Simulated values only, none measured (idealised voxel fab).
You're looking at the process module voxel capacitor over wiring.
The cross-section shown here is cut; it is 300 nm wide and divided into square cells measuring 5 nm on a side.
Each cross-section below is a grid of square cells, stated as bands in top-down order, with one or more rows of cells making up each band. Within each band entry, the heights of the top and of the bottom of the band appear first, in that order and in nm; the materials of the band then follow from left to right, each with its corresponding width in nm. The designation "edge to edge" on a single material indicates that it fills the band from edge to edge; the designation "air" indicates empty space. The reference from which all heights are counted is 0, the level beneath which the as-received wafer is entirely one material; the lowest band, having no lower bound, proceeds downward and is written after the example "0..down". The two numbers in a width such as "30->40" mark its ends across the band: the first belongs to the top row of cells, the second to the bottom row, and from each row to the next the width moves by the same amount. Given "no alteration" for a step, no cell of the cross-section differs between before and after that step. The entry titled "Trapped cavities" provides the empty spaces that have no open way to the top, restricted to those of 8 cells or more. Each is presented as width x height at distance, the distance being measured from the left edge, with all three in nm. Read whatever lies past the settings on a step's line as the simulator's own remark about the step. Each step line may optionally specify "overlay nm", which for a step with a mask gives the rightward distance between the mask's planned place and where it lay, a negative value indicating the leftward direction.
-- Below is the list of planned process steps
1: RECEIVE with material Si
2: CONFORMAL_DEP with material SiO2, thk nm 10
3: CONFORMAL_DEP with material SiCN, thk nm 5
4: DIRECTIONAL_DEP with material lowk, thk nm 25
5: MASKED_ETCH with tone open, mask id METAL_1, width nm 30, pitch nm 100, etch materials lowk, depth nm 25, overlay nm 0
6: MASKED_ETCH with tone open, mask id METAL_1, width nm 30, pitch nm 100, etch materials SiCN, depth nm 5, overlay nm 0
7: CONFORMAL_DEP with material TiN, thk nm 5
8: FILL_DEP with material Cu, thk nm 5
9: CMP with height nm 40
10: EPI with material Ru, thk nm 5
11: FILL_DEP with material SiCN, thk nm 5
12: DIRECTIONAL_DEP with material lowk, thk nm 10
13: DIRECTIONAL_DEP with material aC, thk nm 15
14: PATTERN with tone open, mask id PLUG_1, material resist, width nm 15, thk nm 35, overlay nm 0
15: DIRECTIONAL_ETCH with etch materials aC, depth nm 15
16: STRIP with etch materials resist
17: DIRECTIONAL_ETCH with etch materials lowk, depth nm 10
18: DIRECTIONAL_ETCH with etch materials SiCN, depth nm 5
19: STRIP with etch materials aC
20: EPI with material Ru, thk nm 10
21: EPI with material Ru, thk nm 5
22: DIRECTIONAL_DEP with material TiN, thk nm 5
23: DIRECTIONAL_DEP with material SiN, thk nm 5
24: DIRECTIONAL_DEP with material TiN, thk nm 5
25: DIRECTIONAL_DEP with material aC, thk nm 15
26: PATTERN with tone cover, mask id UPPER_PLATE, material resist, width nm 75, thk nm 30, overlay nm 0
27: DIRECTIONAL_ETCH with etch materials aC, depth nm 15
28: STRIP with etch materials resist
29: DIRECTIONAL_ETCH with etch materials TiN, depth nm 5
30: DIRECTIONAL_ETCH with etch materials SiN, depth nm 5
31: STRIP with etch materials aC
32: DIRECTIONAL_DEP with material aC, thk nm 15
33: PATTERN with tone cover, mask id LOWER_PLATE, material resist, width nm 85, thk nm 35, overlay nm 0
34: DIRECTIONAL_ETCH with etch materials aC, depth nm 15
35: STRIP with etch materials resist
36: DIRECTIONAL_ETCH with etch materials TiN, depth nm 5
37: STRIP with etch materials aC
38: FILL_DEP with material SiO2, thk nm 15
39: CMP with height nm 85
40: DIRECTIONAL_DEP with material aC, thk nm 15
41: PATTERN with tone open, mask id PLUG_2, material resist, width nm 15, thk nm 35, overlay nm 0
42: DIRECTIONAL_ETCH with etch materials aC, depth nm 15
43: STRIP with etch materials resist
44: DIRECTIONAL_ETCH with etch materials SiO2, depth nm 10
45: STRIP with etch materials aC
46: CONFORMAL_DEP with material TiN, thk nm 5
47: FILL_DEP with material Cu, thk nm 10
48: CMP with height nm 85
49: CONFORMAL_DEP with material SiCN, thk nm 5
-- Account of the first of two wafers, which was processed as intended
-- Delivered wafer in cross-section: state after step 1
- 0..down = Si edge to edge
- Trapped cavities: none
-- Sectional view: wafer, after step 2
- 10..0 = SiO2 edge to edge
- Under 0: no change, same as before.
-- Sectional view: wafer, after step 3
- 15..10 = SiCN edge to edge
- Under 10: no change, same as before.
-- Sectional view: wafer, after step 4
- 40..15 = lowk edge to edge
- Under 15: no change, same as before.
-- Sectional view: wafer, after step 5
- 40..15 = lowk=85, air=30, lowk=70, air=30, lowk=85
- Under 15: no change, same as before.
-- Sectional view: wafer, after step 6
- 40..15 = lowk=85, air=30, lowk=70, air=30, lowk=85
- 15..10 = SiCN=85, air=30, SiCN=70, air=30, SiCN=85
- Under 10: no change, same as before.
-- Sectional view: wafer, after step 7
- 45..40 = TiN=90, air=20, TiN=80, air=20, TiN=90
- 40..15 = lowk=85, TiN=5, air=20, TiN=5, lowk=70, TiN=5, air=20, TiN=5, lowk=85
- 15..10 = SiCN=85, TiN=30, SiCN=70, TiN=30, SiCN=85
- Under 10: no change, same as before.
-- Sectional view: wafer, after step 8
- 50..45 = Cu edge to edge
- 45..40 = TiN=90, Cu=20, TiN=80, Cu=20, TiN=90
- 40..15 = lowk=85, TiN=5, Cu=20, TiN=5, lowk=70, TiN=5, Cu=20, TiN=5, lowk=85
- Under 15: no change, same as before.
-- Sectional view: wafer, after step 9
- 40..15 = lowk=85, TiN=5, Cu=20, TiN=5, lowk=70, TiN=5, Cu=20, TiN=5, lowk=85
- Under 15: no change, same as before.
-- Sectional view: wafer, after step 10
- 45..40 = air=80, Ru=40, air=60, Ru=40, air=80
- Under 40: no change, same as before.
-- Sectional view: wafer, after step 11
- 50..45 = SiCN edge to edge
- 45..40 = SiCN=80, Ru=40, SiCN=60, Ru=40, SiCN=80
- Under 40: no change, same as before.
-- Sectional view: wafer, after step 12
- 60..50 = lowk edge to edge
- Under 50: no change, same as before.
-- Sectional view: wafer, after step 13
- 75..60 = aC edge to edge
- Under 60: no change, same as before.
-- Sectional view: wafer, after step 14
- 110..75 = resist=100, air=15, resist=185
- Under 75: no change, same as before.
-- Sectional view: wafer, after step 15
- 95..75 = resist=100, air=15, resist=185
- 75..60 = aC=100, air=15, aC=185
- Under 60: no change, same as before.
-- Sectional view: wafer, after step 16
- 75..60 = aC=100, air=15, aC=185
- Under 60: no change, same as before.
-- Sectional view: wafer, after step 17
- 75..60 = aC=100, air=15, aC=185
- 60..50 = lowk=100, air=15, lowk=185
- Under 50: no change, same as before.
-- Sectional view: wafer, after step 18
- 75..60 = aC=100, air=15, aC=185
- 60..50 = lowk=100, air=15, lowk=185
- 50..45 = SiCN=100, air=15, SiCN=185
- Under 45: no change, same as before.
-- Sectional view: wafer, after step 19
- 60..50 = lowk=100, air=15, lowk=185
- Under 50: no change, same as before.
-- Sectional view: wafer, after step 20
- 60..55 = lowk=100, air=15, lowk=185
- 55..50 = lowk=100, Ru=15, lowk=185
- 50..45 = SiCN=100, Ru=15, SiCN=185
- Under 45: no change, same as before.
-- Sectional view: wafer, after step 21
- 60..50 = lowk=100, Ru=15, lowk=185
- Under 50: no change, same as before.
-- Sectional view: wafer, after step 22
- 65..60 = TiN edge to edge
- Under 60: no change, same as before.
-- Sectional view: wafer, after step 23
- 70..65 = SiN edge to edge
- Under 65: no change, same as before.
-- Sectional view: wafer, after step 24
- 75..70 = TiN edge to edge
- Under 70: no change, same as before.
-- Sectional view: wafer, after step 25
- 90..75 = aC edge to edge
- Under 75: no change, same as before.
-- Sectional view: wafer, after step 26
- 120..90 = air=100, resist=75, air=125
- Under 90: no change, same as before.
-- Sectional view: wafer, after step 27
- 105..90 = air=100, resist=75, air=125
- 90..75 = air=100, aC=75, air=125
- Under 75: no change, same as before.
-- Sectional view: wafer, after step 28
- 90..75 = air=100, aC=75, air=125
- Under 75: no change, same as before.
-- Sectional view: wafer, after step 29
- 90..75 = air=100, aC=75, air=125
- 75..70 = air=100, TiN=75, air=125
- Under 70: no change, same as before.
-- Sectional view: wafer, after step 30
- 90..75 = air=100, aC=75, air=125
- 75..70 = air=100, TiN=75, air=125
- 70..65 = air=100, SiN=75, air=125
- Under 65: no change, same as before.
-- Sectional view: wafer, after step 31
- 75..70 = air=100, TiN=75, air=125
- Under 70: no change, same as before.
-- Sectional view: wafer, after step 32
- 90..80 = air=100, aC=75, air=125
- 80..75 = aC edge to edge
- 75..70 = aC=100, TiN=75, aC=125
- 70..65 = aC=100, SiN=75, aC=125
- Under 65: no change, same as before.
-- Sectional view: wafer, after step 33
- 125..90 = air=95, resist=85, air=120
- 90..80 = air=95, resist=5, aC=75, resist=5, air=120
- Under 80: no change, same as before.
-- Sectional view: wafer, after step 34
- 110..90 = air=95, resist=85, air=120
- 90..80 = air=95, resist=5, aC=75, resist=5, air=120
- 80..75 = air=95, aC=85, air=120
- 75..70 = air=95, aC=5, TiN=75, aC=5, air=120
- 70..65 = air=95, aC=5, SiN=75, aC=5, air=120
- Under 65: no change, same as before.
-- Sectional view: wafer, after step 35
- 90..80 = air=100, aC=75, air=125
- Under 80: no change, same as before.
-- Sectional view: wafer, after step 36
- 90..80 = air=100, aC=75, air=125
- 80..75 = air=95, aC=85, air=120
- 75..70 = air=95, aC=5, TiN=75, aC=5, air=120
- 70..65 = air=95, aC=5, SiN=75, aC=5, air=120
- 65..60 = air=95, TiN=85, air=120
- Under 60: no change, same as before.
-- Sectional view: wafer, after step 37
- 75..70 = air=100, TiN=75, air=125
- 70..65 = air=100, SiN=75, air=125
- Under 65: no change, same as before.
-- Sectional view: wafer, after step 38
- 90..75 = SiO2 edge to edge
- 75..70 = SiO2=100, TiN=75, SiO2=125
- 70..65 = SiO2=100, SiN=75, SiO2=125
- 65..60 = SiO2=95, TiN=85, SiO2=120
- Under 60: no change, same as before.
-- Sectional view: wafer, after step 39
- 85..75 = SiO2 edge to edge
- Under 75: no change, same as before.
-- Sectional view: wafer, after step 40
- 100..85 = aC edge to edge
- Under 85: no change, same as before.
-- Sectional view: wafer, after step 41
- 135..100 = resist=110, air=15, resist=175
- Under 100: no change, same as before.
-- Sectional view: wafer, after step 42
- 120..100 = resist=110, air=15, resist=175
- 100..85 = aC=110, air=15, aC=175
- Under 85: no change, same as before.
-- Sectional view: wafer, after step 43
- 100..85 = aC=110, air=15, aC=175
- Under 85: no change, same as before.
-- Sectional view: wafer, after step 44
- 100..85 = aC=110, air=15, aC=175
- 85..75 = SiO2=110, air=15, SiO2=175
- Under 75: no change, same as before.
-- Sectional view: wafer, after step 45
- 85..75 = SiO2=110, air=15, SiO2=175
- Under 75: no change, same as before.
-- Sectional view: wafer, after step 46
- 90..85 = TiN=115, air=5, TiN=180
- 85..80 = SiO2=110, TiN=5, air=5, TiN=5, SiO2=175
- 80..70 = SiO2=110->100, TiN=15->75, SiO2=175->125
- Under 70: no change, same as before.
-- Sectional view: wafer, after step 47
- 100..90 = Cu edge to edge
- 90..85 = TiN=115, Cu=5, TiN=180
- 85..80 = SiO2=110, TiN=5, Cu=5, TiN=5, SiO2=175
- Under 80: no change, same as before.
-- Sectional view: wafer, after step 48
- 85..80 = SiO2=110, TiN=5, Cu=5, TiN=5, SiO2=175
- Under 80: no change, same as before.
-- Sectional view: wafer, after step 49
- 90..85 = SiCN edge to edge
- Under 85: no change, same as before.
-- The Second Wafer: Common Origin and Plan, One Mistake in Execution, Identical to the First Through Step 22
-- What the second wafer looks like in cross-section when step 23 should have wrapped up
- 70..60 = TiN edge to edge
- Under 60: no change, same as before.
-- What the second wafer looks like in cross-section when step 24 should have wrapped up
- 75..70 = SiN edge to edge
- Under 70: no change, same as before.
-- What the second wafer looks like in cross-section when step 25 should have wrapped up
- 90..75 = aC edge to edge
- Under 75: no change, same as before.
-- What the second wafer looks like in cross-section when step 26 should have wrapped up
- 120..90 = air=100, resist=75, air=125
- Under 90: no change, same as before.
-- What the second wafer looks like in cross-section when step 27 should have wrapped up
- 105..90 = air=100, resist=75, air=125
- 90..75 = air=100, aC=75, air=125
- Under 75: no change, same as before.
-- What the second wafer looks like in cross-section when step 28 should have wrapped up
- 90..75 = air=100, aC=75, air=125
- Under 75: no change, same as before.
What the second wafer looks like in cross-section when step 29 should have wrapped up: no alteration
-- What the second wafer looks like in cross-section when step 30 should have wrapped up
- 90..75 = air=100, aC=75, air=125
- 75..70 = air=100, SiN=75, air=125
- Under 70: no change, same as before.
-- What the second wafer looks like in cross-section when step 31 should have wrapped up
- 75..70 = air=100, SiN=75, air=125
- Under 70: no change, same as before.
-- What the second wafer looks like in cross-section when step 32 should have wrapped up
- 90..85 = air=100, aC=75, air=125
- 85..75 = aC edge to edge
- 75..70 = aC=100, SiN=75, aC=125
- Under 70: no change, same as before.
-- What the second wafer looks like in cross-section when step 33 should have wrapped up
- 125..90 = air=95, resist=85, air=120
- 90..85 = air=95, resist=5, aC=75, resist=5, air=120
- Under 85: no change, same as before.
-- What the second wafer looks like in cross-section when step 34 should have wrapped up
- 110..90 = air=95, resist=85, air=120
- 90..85 = air=95, resist=5, aC=75, resist=5, air=120
- 85..75 = air=95, aC=85, air=120
- 75..70 = air=95, aC=5, SiN=75, aC=5, air=120
- Under 70: no change, same as before.
-- What the second wafer looks like in cross-section when step 35 should have wrapped up
- 90..85 = air=100, aC=75, air=125
- Under 85: no change, same as before.
-- What the second wafer looks like in cross-section when step 36 should have wrapped up
- 90..85 = air=100, aC=75, air=125
- 85..75 = air=95, aC=85, air=120
- 75..70 = air=95, aC=5, SiN=75, aC=5, air=120
- 70..65 = air=95, TiN=85, air=120
- Under 65: no change, same as before.
-- What the second wafer looks like in cross-section when step 37 should have wrapped up
- 75..70 = air=100, SiN=75, air=125
- Under 70: no change, same as before.
-- What the second wafer looks like in cross-section when step 38 should have wrapped up
- 90..75 = SiO2 edge to edge
- 75..70 = SiO2=100, SiN=75, SiO2=125
- 70..65 = SiO2=95, TiN=85, SiO2=120
- Under 65: no change, same as before.
-- What the second wafer looks like in cross-section when step 39 should have wrapped up
- 85..75 = SiO2 edge to edge
- Under 75: no change, same as before.
-- What the second wafer looks like in cross-section when step 40 should have wrapped up
- 100..85 = aC edge to edge
- Under 85: no change, same as before.
-- What the second wafer looks like in cross-section when step 41 should have wrapped up
- 135..100 = resist=110, air=15, resist=175
- Under 100: no change, same as before.
-- What the second wafer looks like in cross-section when step 42 should have wrapped up
- 120..100 = resist=110, air=15, resist=175
- 100..85 = aC=110, air=15, aC=175
- Under 85: no change, same as before.
-- What the second wafer looks like in cross-section when step 43 should have wrapped up
- 100..85 = aC=110, air=15, aC=175
- Under 85: no change, same as before.
-- What the second wafer looks like in cross-section when step 44 should have wrapped up
- 100..85 = aC=110, air=15, aC=175
- 85..75 = SiO2=110, air=15, SiO2=175
- Under 75: no change, same as before.
-- What the second wafer looks like in cross-section when step 45 should have wrapped up
- 85..75 = SiO2=110, air=15, SiO2=175
- Under 75: no change, same as before.
-- What the second wafer looks like in cross-section when step 46 should have wrapped up
- 90..85 = TiN=115, air=5, TiN=180
- 85..80 = SiO2=110, TiN=5, air=5, TiN=5, SiO2=175
- 80..75 = SiO2=110, TiN=15, SiO2=175
- Under 75: no change, same as before.
-- What the second wafer looks like in cross-section when step 47 should have wrapped up
- 100..90 = Cu edge to edge
- 90..85 = TiN=115, Cu=5, TiN=180
- 85..80 = SiO2=110, TiN=5, Cu=5, TiN=5, SiO2=175
- Under 80: no change, same as before.
-- What the second wafer looks like in cross-section when step 48 should have wrapped up
- 85..80 = SiO2=110, TiN=5, Cu=5, TiN=5, SiO2=175
- Under 80: no change, same as before.
-- What the second wafer looks like in cross-section when step 49 should have wrapped up
- 90..85 = SiCN edge to edge
- Under 85: no change, same as before.
Heads up, the wafer didn't run the way we planned it: step 23 ran in the slot meant for step 24, and vice versa
Looking at both finished wafers in cells, the second ends up ahead of or behind the first on some materials: 45 fewer of SiO2; 45 more of TiN
